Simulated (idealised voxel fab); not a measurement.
process module | voxel transistor to metal
cross-section cut | 205 nm wide | cells 5 nm
A cross-section is a grid of square cells, given in bands from the top down. A band is one or more rows of cells.
Each band's line starts with the height of the band's top and of its bottom, in nm. Then come its materials from left to right, each with its width in nm. One material with "throughout" fills the band from edge to edge. "air" is empty space.
Height 0 is the level under which the wafer as received is all one material. The lowest band goes on downwards, as in "0 down".
A width such as "30 to 40" changes by the same amount from each row of cells to the next, from the band's top row to its bottom row.
"no change" after a step means that no cell of the cross-section changed.
closed voids: empty space of 8 cells or more with no open way to the top, each as width x height at its distance from the left edge, in nm
after a step's settings: what the simulator itself notes on the step
overlay nm, on a step with a mask: how far to the right of its planned place the mask lay; to the left if negative
plan
1 op RECEIVE | material Si
2 op CONFORMAL_DEP | material SiO2 | thk nm 5
3 op CONFORMAL_DEP | material SiN | thk nm 15
4 op MASKED_ETCH | tone cover | mask id ACTIVE | width nm 115 | etch materials SiN | depth nm 15 | overlay nm 0
5 op MASKED_ETCH | tone cover | mask id ACTIVE | width nm 115 | etch materials SiO2 | depth nm 5 | overlay nm 0
6 op MASKED_ETCH | tone cover | mask id ACTIVE | width nm 115 | etch materials Si | depth nm 30 | overlay nm 0
7 op OXIDIZE | depth nm 5
8 op FILL_DEP | material SiO2 | thk nm 15
9 op CMP | height nm 20
10 op SELECTIVE_ETCH | etch materials SiO2 | depth nm 5
11 op STRIP | etch materials SiN
12 op SELECTIVE_ETCH | etch materials SiO2 | depth nm 5
13 op OXIDIZE | depth nm 5
14 op DIRECTIONAL_DEP | material polySi | thk nm 30
15 op DIRECTIONAL_DEP | material SiCN | thk nm 10
16 op MASKED_ETCH | tone cover | mask id GATE | width nm 25 | etch materials SiCN | depth nm 20 | overlay nm 0
17 op MASKED_ETCH | tone cover | mask id GATE | width nm 25 | etch materials polySi | depth nm 40 | overlay nm 0
18 op CONFORMAL_DEP | material SiN | thk nm 10
19 op DIRECTIONAL_ETCH | etch materials SiN | depth nm 10
20 op DIRECTIONAL_ETCH | etch materials SiO2 | depth nm 5
21 op DIRECTIONAL_ETCH | etch materials Si | depth nm 5
22 op EPI | material SiGe | thk nm 5
23 op FILL_DEP | material SiO2 | thk nm 5
24 op CMP | height nm 40
25 op DIRECTIONAL_DEP | material SiO2 | thk nm 15
26 op DIRECTIONAL_DEP | material aC | thk nm 10
27 op PATTERN | tone open | mask id CONTACT | material resist | width nm 20 | pitch nm 85 | thk nm 30 | overlay nm 0
28 op DIRECTIONAL_ETCH | etch materials aC | depth nm 10
29 op STRIP | etch materials resist
30 op DIRECTIONAL_ETCH | etch materials SiO2 | depth nm 60
31 op STRIP | etch materials aC
32 op CONFORMAL_DEP | material TiN | thk nm 5
33 op FILL_DEP | material W | thk nm 5
34 op CMP | height nm 55
35 op DIRECTIONAL_DEP | material TiN | thk nm 5
36 op DIRECTIONAL_DEP | material W | thk nm 25
37 op MASKED_ETCH | tone cover | mask id METAL_1 | width nm 20 | pitch nm 85 | etch materials W | depth nm 25 | overlay nm 0
38 op MASKED_ETCH | tone cover | mask id METAL_1 | width nm 20 | pitch nm 85 | etch materials TiN | depth nm 5 | overlay nm 0
39 op FILL_DEP | material lowk | thk nm 10
40 op CMP | height nm 85
41 op CONFORMAL_DEP | material SiCN | thk nm 5
42 op DIRECTIONAL_DEP | material SiO2 | thk nm 25
43 op DIRECTIONAL_DEP | material aC | thk nm 15
44 op PATTERN | tone open | mask id METAL_2 | material resist | width nm 20 | pitch nm 85 | thk nm 30 | overlay nm 0
45 op DIRECTIONAL_ETCH | etch materials aC | depth nm 15
46 op STRIP | etch materials resist
47 op DIRECTIONAL_ETCH | etch materials SiO2 | depth nm 15
48 op STRIP | etch materials aC
49 op DIRECTIONAL_DEP | material aC | thk nm 15
50 op PATTERN | tone open | mask id METAL_2_HOLES | material resist | width nm 15 | pitch nm 85 | thk nm 30 | overlay nm 0
51 op DIRECTIONAL_ETCH | etch materials aC | depth nm 15
52 op STRIP | etch materials resist
53 op DIRECTIONAL_ETCH | etch materials SiO2 | depth nm 10
54 op DIRECTIONAL_ETCH | etch materials SiCN | depth nm 5
55 op STRIP | etch materials aC
56 op CONFORMAL_DEP | material TiN | thk nm 5
57 op FILL_DEP | material Ru | thk nm 10
58 op CMP | height nm 115
59 op CONFORMAL_DEP | material SiCN | thk nm 5
first wafer, as planned
as received, after step 1
  0 down: Si throughout
  closed voids: none
after step 2
  5 to 0: SiO2 throughout
  below 0: unchanged
after step 3
  20 to 5: SiN throughout
  below 5: unchanged
after step 4
  20 to 5: air 45 | SiN 115 | air 45
  below 5: unchanged
after step 5
  20 to 5: air 45 | SiN 115 | air 45
  5 to 0: air 45 | SiO2 115 | air 45
  below 0: unchanged
after step 6
  20 to 5: air 45 | SiN 115 | air 45
  5 to 0: air 45 | SiO2 115 | air 45
  0 to -30: air 45 | Si 115 | air 45
  below -30: unchanged
after step 7
  20 to 5: air 45 | SiN 115 | air 45
  5 to 0: air 45 | SiO2 115 | air 45
  0 to -30: air 45 | SiO2 5 | Si 105 | SiO2 5 | air 45
  -30 to -35: SiO2 50 | Si 105 | SiO2 50
  below -35: unchanged
after step 8
  35 to 20: SiO2 throughout
  20 to 5: SiO2 45 | SiN 115 | SiO2 45
  5 to 0: SiO2 throughout
  0 to -35: SiO2 50 | Si 105 | SiO2 50
  below -35: unchanged
after step 9
  20 to 5: SiO2 45 | SiN 115 | SiO2 45
  below 5: unchanged
after step 10
  20 to 15: air 45 | SiN 115 | air 45
  below 15: unchanged
after step 11
  15 to 5: SiO2 45 | air 115 | SiO2 45
  below 5: unchanged
after step 12
  10 to 0: SiO2 40 | air 125 | SiO2 40
  below 0: unchanged
after step 13
  10 to 0: SiO2 40 | air 125 | SiO2 40
  0 to -5: SiO2 throughout
  below -5: unchanged
after step 14
  40 to 30: polySi 40 | air 125 | polySi 40
  30 to 10: polySi throughout
  10 to 0: SiO2 40 | polySi 125 | SiO2 40
  below 0: unchanged
after step 15
  50 to 40: SiCN 40 | air 125 | SiCN 40
  40 to 30: polySi 40 | SiCN 125 | polySi 40
  below 30: unchanged
after step 16
  40 to 30: polySi 40 | air 50 | SiCN 25 | air 50 | polySi 40
  below 30: unchanged
after step 17
  40 to 30: air 90 | SiCN 25 | air 90
  30 to 10: air 90 | polySi 25 | air 90
  10 to 0: SiO2 40 | air 50 | polySi 25 | air 50 | SiO2 40
  below 0: unchanged
after step 18
  50 to 40: air 80 | SiN 45 | air 80
  40 to 30: air 80 | SiN 10 | SiCN 25 | SiN 10 | air 80
  30 to 20: air 80 | SiN 10 | polySi 25 | SiN 10 | air 80
  20 to 10: SiN 50 | air 30 | SiN 10 | polySi 25 | SiN 10 | air 30 | SiN 50
  10 to 0: SiO2 40 | SiN 50 | polySi 25 | SiN 50 | SiO2 40
  below 0: unchanged
after step 19
  40 to 30: air 80 | SiN 10 | SiCN 25 | SiN 10 | air 80
  30 to 10: air 80 | SiN 10 | polySi 25 | SiN 10 | air 80
  10 to 0: SiO2 40 | SiN 10 | air 30 | SiN 10 | polySi 25 | SiN 10 | air 30 | SiN 10 | SiO2 40
  below 0: unchanged
after step 20
  40 to 30: air 80 | SiN 10 | SiCN 25 | SiN 10 | air 80
  30 to 10: air 80 | SiN 10 | polySi 25 | SiN 10 | air 80
  10 to 5: air 40 | SiN 10 | air 30 | SiN 10 | polySi 25 | SiN 10 | air 30 | SiN 10 | air 40
  5 to 0: SiO2 40 | SiN 10 | air 30 | SiN 10 | polySi 25 | SiN 10 | air 30 | SiN 10 | SiO2 40
  0 to -5: SiO2 50 | air 30 | SiO2 45 | air 30 | SiO2 50
  below -5: unchanged
after step 21
  40 to 30: air 80 | SiN 10 | SiCN 25 | SiN 10 | air 80
  30 to 10: air 80 | SiN 10 | polySi 25 | SiN 10 | air 80
  10 to 5: air 40 | SiN 10 | air 30 | SiN 10 | polySi 25 | SiN 10 | air 30 | SiN 10 | air 40
  5 to 0: SiO2 40 | SiN 10 | air 30 | SiN 10 | polySi 25 | SiN 10 | air 30 | SiN 10 | SiO2 40
  0 to -5: SiO2 50 | air 30 | SiO2 45 | air 30 | SiO2 50
  -5 to -10: SiO2 50 | air 30 | Si 45 | air 30 | SiO2 50
  below -10: unchanged
after step 22
  40 to 30: air 80 | SiN 10 | SiCN 25 | SiN 10 | air 80
  30 to 10: air 80 | SiN 10 | polySi 25 | SiN 10 | air 80
  10 to 5: air 40 | SiN 10 | air 30 | SiN 10 | polySi 25 | SiN 10 | air 30 | SiN 10 | air 40
  5 to 0: SiO2 40 | SiN 10 | air 30 | SiN 10 | polySi 25 | SiN 10 | air 30 | SiN 10 | SiO2 40
  0 to -5: SiO2 50 | air 25 | SiGe 5 | SiO2 45 | SiGe 5 | air 25 | SiO2 50
  -5 to -10: SiO2 50 | SiGe 30 | Si 45 | SiGe 30 | SiO2 50
  below -10: unchanged
after step 23
  45 to 40: SiO2 throughout
  40 to 30: SiO2 80 | SiN 10 | SiCN 25 | SiN 10 | SiO2 80
  30 to 10: SiO2 80 | SiN 10 | polySi 25 | SiN 10 | SiO2 80
  10 to 0: SiO2 40 | SiN 10 | SiO2 30 | SiN 10 | polySi 25 | SiN 10 | SiO2 30 | SiN 10 | SiO2 40
  0 to -5: SiO2 75 | SiGe 5 | SiO2 45 | SiGe 5 | SiO2 75
  below -5: unchanged
after step 24
  40 to 30: SiO2 80 | SiN 10 | SiCN 25 | SiN 10 | SiO2 80
  below 30: unchanged
after step 25
  55 to 40: SiO2 throughout
  below 40: unchanged
after step 26
  65 to 55: aC throughout
  below 55: unchanged
after step 27
  95 to 65: resist 50 | air 20 | resist 65 | air 20 | resist 50
  below 65: unchanged
after step 28
  85 to 65: resist 50 | air 20 | resist 65 | air 20 | resist 50
  65 to 55: aC 50 | air 20 | aC 65 | air 20 | aC 50
  below 55: unchanged
after step 29
  65 to 55: aC 50 | air 20 | aC 65 | air 20 | aC 50
  below 55: unchanged
after step 30
  65 to 55: aC 50 | air 20 | aC 65 | air 20 | aC 50
  55 to 40: SiO2 50 | air 20 | SiO2 65 | air 20 | SiO2 50
  40 to 30: SiO2 50 | air 20 | SiO2 10 | SiN 10 | SiCN 25 | SiN 10 | SiO2 10 | air 20 | SiO2 50
  30 to 10: SiO2 50 | air 20 | SiO2 10 | SiN 10 | polySi 25 | SiN 10 | SiO2 10 | air 20 | SiO2 50
  10 to 0: SiO2 40 | SiN 10 | air 20 | SiO2 10 | SiN 10 | polySi 25 | SiN 10 | SiO2 10 | air 20 | SiN 10 | SiO2 40
  0 to -5: SiO2 50 | air 20 | SiO2 5 | SiGe 5 | SiO2 45 | SiGe 5 | SiO2 5 | air 20 | SiO2 50
  below -5: unchanged
after step 31
  55 to 40: SiO2 50 | air 20 | SiO2 65 | air 20 | SiO2 50
  below 40: unchanged
after step 32
  60 to 55: TiN 55 | air 10 | TiN 75 | air 10 | TiN 55
  55 to 40: SiO2 50 | TiN 5 | air 10 | TiN 5 | SiO2 65 | TiN 5 | air 10 | TiN 5 | SiO2 50
  40 to 30: SiO2 50 | TiN 5 | air 10 | TiN 5 | SiO2 10 | SiN 10 | SiCN 25 | SiN 10 | SiO2 10 | TiN 5 | air 10 | TiN 5 | SiO2 50
  30 to 10: SiO2 50 | TiN 5 | air 10 | TiN 5 | SiO2 10 | SiN 10 | polySi 25 | SiN 10 | SiO2 10 | TiN 5 | air 10 | TiN 5 | SiO2 50
  10 to 0: SiO2 40 | SiN 10 | TiN 5 | air 10 | TiN 5 | SiO2 10 | SiN 10 | polySi 25 | SiN 10 | SiO2 10 | TiN 5 | air 10 | TiN 5 | SiN 10 | SiO2 40
  0 to -5: SiO2 50 | TiN 20 | SiO2 5 | SiGe 5 | SiO2 45 | SiGe 5 | SiO2 5 | TiN 20 | SiO2 50
  below -5: unchanged
after step 33
  65 to 60: W throughout
  60 to 55: TiN 55 | W 10 | TiN 75 | W 10 | TiN 55
  55 to 40: SiO2 50 | TiN 5 | W 10 | TiN 5 | SiO2 65 | TiN 5 | W 10 | TiN 5 | SiO2 50
  40 to 30: SiO2 50 | TiN 5 | W 10 | TiN 5 | SiO2 10 | SiN 10 | SiCN 25 | SiN 10 | SiO2 10 | TiN 5 | W 10 | TiN 5 | SiO2 50
  30 to 10: SiO2 50 | TiN 5 | W 10 | TiN 5 | SiO2 10 | SiN 10 | polySi 25 | SiN 10 | SiO2 10 | TiN 5 | W 10 | TiN 5 | SiO2 50
  10 to 0: SiO2 40 | SiN 10 | TiN 5 | W 10 | TiN 5 | SiO2 10 | SiN 10 | polySi 25 | SiN 10 | SiO2 10 | TiN 5 | W 10 | TiN 5 | SiN 10 | SiO2 40
  below 0: unchanged
after step 34
  55 to 40: SiO2 50 | TiN 5 | W 10 | TiN 5 | SiO2 65 | TiN 5 | W 10 | TiN 5 | SiO2 50
  below 40: unchanged
after step 35
  60 to 55: TiN throughout
  below 55: unchanged
after step 36
  85 to 60: W throughout
  below 60: unchanged
after step 37
  85 to 60: air 50 | W 20 | air 65 | W 20 | air 50
  below 60: unchanged
after step 38
  85 to 60: air 50 | W 20 | air 65 | W 20 | air 50
  60 to 55: air 50 | TiN 20 | air 65 | TiN 20 | air 50
  below 55: unchanged
after step 39
  95 to 85: lowk throughout
  85 to 60: lowk 50 | W 20 | lowk 65 | W 20 | lowk 50
  60 to 55: lowk 50 | TiN 20 | lowk 65 | TiN 20 | lowk 50
  below 55: unchanged
after step 40
  85 to 60: lowk 50 | W 20 | lowk 65 | W 20 | lowk 50
  below 60: unchanged
after step 41
  90 to 85: SiCN throughout
  below 85: unchanged
after step 42
  115 to 90: SiO2 throughout
  below 90: unchanged
after step 43
  130 to 115: aC throughout
  below 115: unchanged
after step 44
  160 to 130: resist 50 | air 20 | resist 65 | air 20 | resist 50
  below 130: unchanged
after step 45
  145 to 130: resist 50 | air 20 | resist 65 | air 20 | resist 50
  130 to 115: aC 50 | air 20 | aC 65 | air 20 | aC 50
  below 115: unchanged
after step 46
  130 to 115: aC 50 | air 20 | aC 65 | air 20 | aC 50
  below 115: unchanged
after step 47
  130 to 115: aC 50 | air 20 | aC 65 | air 20 | aC 50
  115 to 100: SiO2 50 | air 20 | SiO2 65 | air 20 | SiO2 50
  below 100: unchanged
after step 48
  115 to 100: SiO2 50 | air 20 | SiO2 65 | air 20 | SiO2 50
  below 100: unchanged
after step 49
  130 to 115: aC 50 | air 20 | aC 65 | air 20 | aC 50
  115 to 100: SiO2 50 | aC 20 | SiO2 65 | aC 20 | SiO2 50
  below 100: unchanged
after step 50
  160 to 130: resist 50 | air 15 | resist 70 | air 15 | resist 55
  130 to 115: aC 50 | air 15 | resist 5 | aC 65 | air 15 | resist 5 | aC 50
  below 115: unchanged
after step 51
  145 to 130: resist 50 | air 15 | resist 70 | air 15 | resist 55
  130 to 115: aC 50 | air 15 | resist 5 | aC 65 | air 15 | resist 5 | aC 50
  115 to 100: SiO2 50 | air 15 | aC 5 | SiO2 65 | air 15 | aC 5 | SiO2 50
  below 100: unchanged
after step 52
  130 to 115: aC 50 | air 20 | aC 65 | air 20 | aC 50
  below 115: unchanged
after step 53
  130 to 115: aC 50 | air 20 | aC 65 | air 20 | aC 50
  115 to 100: SiO2 50 | air 15 | aC 5 | SiO2 65 | air 15 | aC 5 | SiO2 50
  100 to 90: SiO2 50 | air 15 | SiO2 70 | air 15 | SiO2 55
  below 90: unchanged
after step 54
  130 to 115: aC 50 | air 20 | aC 65 | air 20 | aC 50
  115 to 100: SiO2 50 | air 15 | aC 5 | SiO2 65 | air 15 | aC 5 | SiO2 50
  100 to 90: SiO2 50 | air 15 | SiO2 70 | air 15 | SiO2 55
  90 to 85: SiCN 50 | air 15 | SiCN 70 | air 15 | SiCN 55
  below 85: unchanged
after step 55
  115 to 100: SiO2 50 | air 20 | SiO2 65 | air 20 | SiO2 50
  below 100: unchanged
after step 56
  120 to 115: TiN 55 | air 10 | TiN 75 | air 10 | TiN 55
  115 to 105: SiO2 50 | TiN 5 | air 10 | TiN 5 | SiO2 65 | TiN 5 | air 10 | TiN 5 | SiO2 50
  105 to 100: SiO2 50 | TiN 5 | air 5 | TiN 10 | SiO2 65 | TiN 5 | air 5 | TiN 10 | SiO2 50
  100 to 90: SiO2 50 | TiN 5 | air 5 | TiN 5 | SiO2 70 | TiN 5 | air 5 | TiN 5 | SiO2 55
  90 to 85: SiCN 50 | TiN 15 | SiCN 70 | TiN 15 | SiCN 55
  below 85: unchanged
after step 57
  130 to 120: Ru throughout
  120 to 115: TiN 55 | Ru 10 | TiN 75 | Ru 10 | TiN 55
  115 to 105: SiO2 50 | TiN 5 | Ru 10 | TiN 5 | SiO2 65 | TiN 5 | Ru 10 | TiN 5 | SiO2 50
  105 to 100: SiO2 50 | TiN 5 | Ru 5 | TiN 10 | SiO2 65 | TiN 5 | Ru 5 | TiN 10 | SiO2 50
  100 to 90: SiO2 50 | TiN 5 | Ru 5 | TiN 5 | SiO2 70 | TiN 5 | Ru 5 | TiN 5 | SiO2 55
  below 90: unchanged
after step 58
  115 to 105: SiO2 50 | TiN 5 | Ru 10 | TiN 5 | SiO2 65 | TiN 5 | Ru 10 | TiN 5 | SiO2 50
  below 105: unchanged
after step 59
  120 to 115: SiCN throughout
  below 115: unchanged
second wafer: like start, like plan, one mistake. Through step 40 it matches the first wafer
when step 41 should have ended
  90 to 85: SiN throughout
  below 85: unchanged
when step 42 should have ended
  115 to 90: SiO2 throughout
  below 90: unchanged
when step 43 should have ended
  130 to 115: aC throughout
  below 115: unchanged
when step 44 should have ended
  160 to 130: resist 50 | air 20 | resist 65 | air 20 | resist 50
  below 130: unchanged
when step 45 should have ended
  145 to 130: resist 50 | air 20 | resist 65 | air 20 | resist 50
  130 to 115: aC 50 | air 20 | aC 65 | air 20 | aC 50
  below 115: unchanged
when step 46 should have ended
  130 to 115: aC 50 | air 20 | aC 65 | air 20 | aC 50
  below 115: unchanged
when step 47 should have ended
  130 to 115: aC 50 | air 20 | aC 65 | air 20 | aC 50
  115 to 100: SiO2 50 | air 20 | SiO2 65 | air 20 | SiO2 50
  below 100: unchanged
when step 48 should have ended
  115 to 100: SiO2 50 | air 20 | SiO2 65 | air 20 | SiO2 50
  below 100: unchanged
when step 49 should have ended
  130 to 115: aC 50 | air 20 | aC 65 | air 20 | aC 50
  115 to 100: SiO2 50 | aC 20 | SiO2 65 | aC 20 | SiO2 50
  below 100: unchanged
when step 50 should have ended
  160 to 130: resist 50 | air 15 | resist 70 | air 15 | resist 55
  130 to 115: aC 50 | air 15 | resist 5 | aC 65 | air 15 | resist 5 | aC 50
  below 115: unchanged
when step 51 should have ended
  145 to 130: resist 50 | air 15 | resist 70 | air 15 | resist 55
  130 to 115: aC 50 | air 15 | resist 5 | aC 65 | air 15 | resist 5 | aC 50
  115 to 100: SiO2 50 | air 15 | aC 5 | SiO2 65 | air 15 | aC 5 | SiO2 50
  below 100: unchanged
when step 52 should have ended
  130 to 115: aC 50 | air 20 | aC 65 | air 20 | aC 50
  below 115: unchanged
when step 53 should have ended
  130 to 115: aC 50 | air 20 | aC 65 | air 20 | aC 50
  115 to 100: SiO2 50 | air 15 | aC 5 | SiO2 65 | air 15 | aC 5 | SiO2 50
  100 to 90: SiO2 50 | air 15 | SiO2 70 | air 15 | SiO2 55
  below 90: unchanged
when step 54 should have ended: no change
when step 55 should have ended
  115 to 100: SiO2 50 | air 20 | SiO2 65 | air 20 | SiO2 50
  below 100: unchanged
when step 56 should have ended
  120 to 115: TiN 55 | air 10 | TiN 75 | air 10 | TiN 55
  115 to 105: SiO2 50 | TiN 5 | air 10 | TiN 5 | SiO2 65 | TiN 5 | air 10 | TiN 5 | SiO2 50
  105 to 95: SiO2 50 | TiN 5 | air 5 | TiN 10 to 5 | SiO2 65 to 70 | TiN 5 | air 5 | TiN 10 to 5 | SiO2 50 to 55
  95 to 90: SiO2 50 | TiN 15 | SiO2 70 | TiN 15 | SiO2 55
  below 90: unchanged
when step 57 should have ended
  130 to 120: Ru throughout
  120 to 115: TiN 55 | Ru 10 | TiN 75 | Ru 10 | TiN 55
  115 to 105: SiO2 50 | TiN 5 | Ru 10 | TiN 5 | SiO2 65 | TiN 5 | Ru 10 | TiN 5 | SiO2 50
  105 to 95: SiO2 50 | TiN 5 | Ru 5 | TiN 10 to 5 | SiO2 65 to 70 | TiN 5 | Ru 5 | TiN 10 to 5 | SiO2 50 to 55
  below 95: unchanged
when step 58 should have ended
  115 to 105: SiO2 50 | TiN 5 | Ru 10 | TiN 5 | SiO2 65 | TiN 5 | Ru 10 | TiN 5 | SiO2 50
  below 105: unchanged
when step 59 should have ended
  120 to 115: SiCN throughout
  below 115: unchanged
what went wrong: step 41 ran as: op CONFORMAL_DEP | material SiN | thk nm 5
at the end the second wafer has, in cells: 2 fewer of Ru | 35 fewer of SiCN | 41 more of SiN | 4 fewer of TiN
